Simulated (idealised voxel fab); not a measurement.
process module | voxel transistor to metal
cross-section cut | 145 nm wide | cells 5 nm
A cross-section is a grid of square cells, given in bands from the top down. A band is one or more rows of cells.
Each band's line starts with the height of the band's top and of its bottom, in nm. Then come its materials from left to right, each with its width in nm. One material with "throughout" fills the band from edge to edge. "air" is empty space.
Height 0 is the level under which the wafer as received is all one material. The lowest band goes on downwards, as in "0 down".
A width such as "30 to 40" changes by the same amount from each row of cells to the next, from the band's top row to its bottom row.
"no change" after a step means that no cell of the cross-section changed.
closed voids: empty space of 8 cells or more with no open way to the top, each as width x height at its distance from the left edge, in nm
after a step's settings: what the simulator itself notes on the step
overlay nm, on a step with a mask: how far to the right of its planned place the mask lay; to the left if negative
plan
1 op RECEIVE | material Si
2 op CONFORMAL_DEP | material SiO2 | thk nm 5
3 op CONFORMAL_DEP | material SiN | thk nm 15
4 op MASKED_ETCH | tone cover | mask id ACTIVE | width nm 105 | etch materials SiN | depth nm 15 | overlay nm 0
5 op MASKED_ETCH | tone cover | mask id ACTIVE | width nm 105 | etch materials SiO2 | depth nm 5 | overlay nm 0
6 op MASKED_ETCH | tone cover | mask id ACTIVE | width nm 105 | etch materials Si | depth nm 30 | overlay nm 0
7 op FILL_DEP | material SiO2 | thk nm 15
8 op CMP | height nm 20
9 op SELECTIVE_ETCH | etch materials SiO2 | depth nm 10
10 op STRIP | etch materials SiN
11 op SELECTIVE_ETCH | etch materials SiO2 | depth nm 5
12 op OXIDIZE | depth nm 5
13 op DIRECTIONAL_DEP | material polySi | thk nm 20
14 op DIRECTIONAL_DEP | material SiCN | thk nm 10
15 op MASKED_ETCH | tone cover | mask id GATE | width nm 15 | etch materials SiCN | depth nm 20 | overlay nm 0
16 op MASKED_ETCH | tone cover | mask id GATE | width nm 15 | etch materials polySi | depth nm 30 | overlay nm 0
17 op CONFORMAL_DEP | material SiO2 | thk nm 5
18 op DIRECTIONAL_ETCH | etch materials SiO2 | depth nm 5
19 op CONFORMAL_DEP | material SiN | thk nm 5
20 op DIRECTIONAL_ETCH | etch materials SiN | depth nm 5
21 op DIRECTIONAL_ETCH | etch materials SiO2 | depth nm 5
22 op DIRECTIONAL_ETCH | etch materials Si | depth nm 10
23 op EPI | material SiGe | thk nm 15
24 op FILL_DEP | material SiO2 | thk nm 10
25 op CMP | height nm 30
26 op DIRECTIONAL_DEP | material SiO2 | thk nm 15
27 op MASKED_ETCH | tone open | mask id CONTACT | width nm 30 | pitch nm 55 | etch materials SiO2 | depth nm 35 | overlay nm 0
28 op CONFORMAL_DEP | material TiN | thk nm 5
29 op FILL_DEP | material W | thk nm 5
30 op CMP | height nm 45
31 op CONFORMAL_DEP | material SiN | thk nm 5
32 op DIRECTIONAL_DEP | material SiO2 | thk nm 10
33 op DIRECTIONAL_DEP | material aC | thk nm 10
34 op PATTERN | tone open | mask id METAL_1 | material resist | width nm 15 | pitch nm 70 | thk nm 30 | overlay nm 0
35 op DIRECTIONAL_ETCH | etch materials aC | depth nm 10
36 op STRIP | etch materials resist
37 op DIRECTIONAL_ETCH | etch materials SiO2 | depth nm 20
38 op DIRECTIONAL_ETCH | etch materials SiN | depth nm 5
39 op STRIP | etch materials aC
40 op CONFORMAL_DEP | material TiN | thk nm 5
41 op FILL_DEP | material W | thk nm 10
42 op CMP | height nm 70
43 op CONFORMAL_DEP | material SiCN | thk nm 5
44 op DIRECTIONAL_DEP | material lowk | thk nm 35
45 op MASKED_ETCH | tone open | mask id METAL_2 | width nm 15 | pitch nm 70 | etch materials lowk | depth nm 20 | overlay nm 0
46 op DIRECTIONAL_DEP | material aC | thk nm 15
47 op PATTERN | tone open | mask id METAL_2_HOLES | material resist | width nm 15 | pitch nm 70 | thk nm 30 | overlay nm 0
48 op DIRECTIONAL_ETCH | etch materials aC | depth nm 15
49 op STRIP | etch materials resist
50 op DIRECTIONAL_ETCH | etch materials lowk | depth nm 15
51 op DIRECTIONAL_ETCH | etch materials SiCN | depth nm 5
52 op STRIP | etch materials aC
53 op CONFORMAL_DEP | material TiN | thk nm 5
54 op FILL_DEP | material Ru | thk nm 10
55 op CMP | height nm 110
56 op CONFORMAL_DEP | material SiN | thk nm 5
varied across the wafers: thk nm of step 32. The plan shows the first wafer's value. All wafers start alike
first wafer as received, after step 1
  0 down: Si throughout
  closed voids: none
first wafer at the end, after step 56
  115 to 110: SiN throughout
  110 to 75: lowk 30 | TiN 5 | Ru 5 | TiN 5 | lowk 55 | TiN 5 | Ru 5 | TiN 5 | lowk 30
  75 to 70: SiCN 30 | TiN 15 | SiCN 55 | TiN 15 | SiCN 30
  70 to 65: W throughout
  65 to 60: TiN 35 | W 5 | TiN 65 | W 5 | TiN 35
  60 to 50: SiO2 30 | TiN 5 | W 5 | TiN 5 | SiO2 55 | TiN 5 | W 5 | TiN 5 | SiO2 30
  50 to 45: SiN 30 | TiN 15 | SiN 55 | TiN 15 | SiN 30
  45 to 35: SiO2 30 | TiN 5 | W 20 | TiN 5 | SiO2 25 | TiN 5 | W 20 | TiN 5 | SiO2 30
  35 to 30: SiO2 30 | TiN 5 | W 15 | TiN 10 | SiO2 25 | TiN 10 | W 15 | TiN 5 | SiO2 30
  30 to 20: SiO2 30 | TiN 5 | W 15 | TiN 5 | SiN 5 | SiO2 5 | SiCN 15 | SiO2 5 | SiN 5 | TiN 5 | W 15 | TiN 5 | SiO2 30
  20 to 15: SiO2 30 | TiN 5 | W 15 | TiN 5 | SiN 5 | SiO2 5 | polySi 15 | SiO2 5 | SiN 5 | TiN 5 | W 15 | TiN 5 | SiO2 30
  15 to 10: SiO2 30 | TiN 25 | SiN 5 | SiO2 5 | polySi 15 | SiO2 5 | SiN 5 | TiN 25 | SiO2 30
  10 to 5: SiO2 20 | SiGe 35 | SiN 5 | SiO2 5 | polySi 15 | SiO2 5 | SiN 5 | SiGe 35 | SiO2 20
  5 to 0: SiO2 20 | SiN 5 | SiGe 30 | SiN 5 | SiO2 5 | polySi 15 | SiO2 5 | SiN 5 | SiGe 30 | SiN 5 | SiO2 20
  0 to -5: SiO2 25 | SiGe 30 | SiO2 35 | SiGe 30 | SiO2 25
  -5 to -15: SiO2 20 | Si 5 | SiGe 30 | Si 35 | SiGe 30 | Si 5 | SiO2 20
  -15 to -30: SiO2 20 | Si 105 | SiO2 20
  -30 down: Si throughout
  closed voids: none
last wafer at the end
  115 to 110: SiN throughout
  110 to 75: lowk 30 | TiN 5 | Ru 5 | TiN 5 | lowk 55 | TiN 5 | Ru 5 | TiN 5 | lowk 30
  75 to 70: SiCN 30 | TiN 15 | SiCN 55 | TiN 15 | SiCN 30
  70 to 65: SiO2 30 | TiN 15 | SiO2 55 | TiN 15 | SiO2 30
  65 to 50: SiO2 throughout
  50 to 45: SiN throughout
  45 to 35: SiO2 30 | TiN 5 | W 20 | TiN 5 | SiO2 25 | TiN 5 | W 20 | TiN 5 | SiO2 30
  35 to 30: SiO2 30 | TiN 5 | W 15 | TiN 10 | SiO2 25 | TiN 10 | W 15 | TiN 5 | SiO2 30
  30 to 20: SiO2 30 | TiN 5 | W 15 | TiN 5 | SiN 5 | SiO2 5 | SiCN 15 | SiO2 5 | SiN 5 | TiN 5 | W 15 | TiN 5 | SiO2 30
  20 to 15: SiO2 30 | TiN 5 | W 15 | TiN 5 | SiN 5 | SiO2 5 | polySi 15 | SiO2 5 | SiN 5 | TiN 5 | W 15 | TiN 5 | SiO2 30
  15 to 10: SiO2 30 | TiN 25 | SiN 5 | SiO2 5 | polySi 15 | SiO2 5 | SiN 5 | TiN 25 | SiO2 30
  10 to 5: SiO2 20 | SiGe 35 | SiN 5 | SiO2 5 | polySi 15 | SiO2 5 | SiN 5 | SiGe 35 | SiO2 20
  5 to 0: SiO2 20 | SiN 5 | SiGe 30 | SiN 5 | SiO2 5 | polySi 15 | SiO2 5 | SiN 5 | SiGe 30 | SiN 5 | SiO2 20
  0 to -5: SiO2 25 | SiGe 30 | SiO2 35 | SiGe 30 | SiO2 25
  -5 to -15: SiO2 20 | Si 5 | SiGe 30 | Si 35 | SiGe 30 | Si 5 | SiO2 20
  -15 to -30: SiO2 20 | Si 105 | SiO2 20
  -30 down: Si throughout
  closed voids: none
each wafer at the end: cells of each material gained (+) or lost (-) since it was received, then its closed voids
thk nm 10 | +14 Ru | -93 Si | +29 SiCN | +62 SiGe | +66 SiN | +230 SiO2 | +111 TiN | +75 W | +161 lowk | +12 polySi | closed voids: none
thk nm 15 | +14 Ru | -93 Si | +29 SiCN | +62 SiGe | +66 SiN | +253 SiO2 | +115 TiN | +48 W | +161 lowk | +12 polySi | closed voids: none
thk nm 20 | +14 Ru | -93 Si | +29 SiCN | +62 SiGe | +66 SiN | +276 SiO2 | +92 TiN | +48 W | +161 lowk | +12 polySi | closed voids: none
thk nm 25 | +14 Ru | -93 Si | +29 SiCN | +62 SiGe | +72 SiN | +282 SiO2 | +84 TiN | +44 W | +161 lowk | +12 polySi | closed voids: none
thk nm 30 | +14 Ru | -93 Si | +29 SiCN | +62 SiGe | +72 SiN | +288 SiO2 | +80 TiN | +42 W | +161 lowk | +12 polySi | closed voids: none
thk nm 35 | +14 Ru | -93 Si | +29 SiCN | +62 SiGe | +72 SiN | +294 SiO2 | +76 TiN | +40 W | +161 lowk | +12 polySi | closed voids: none
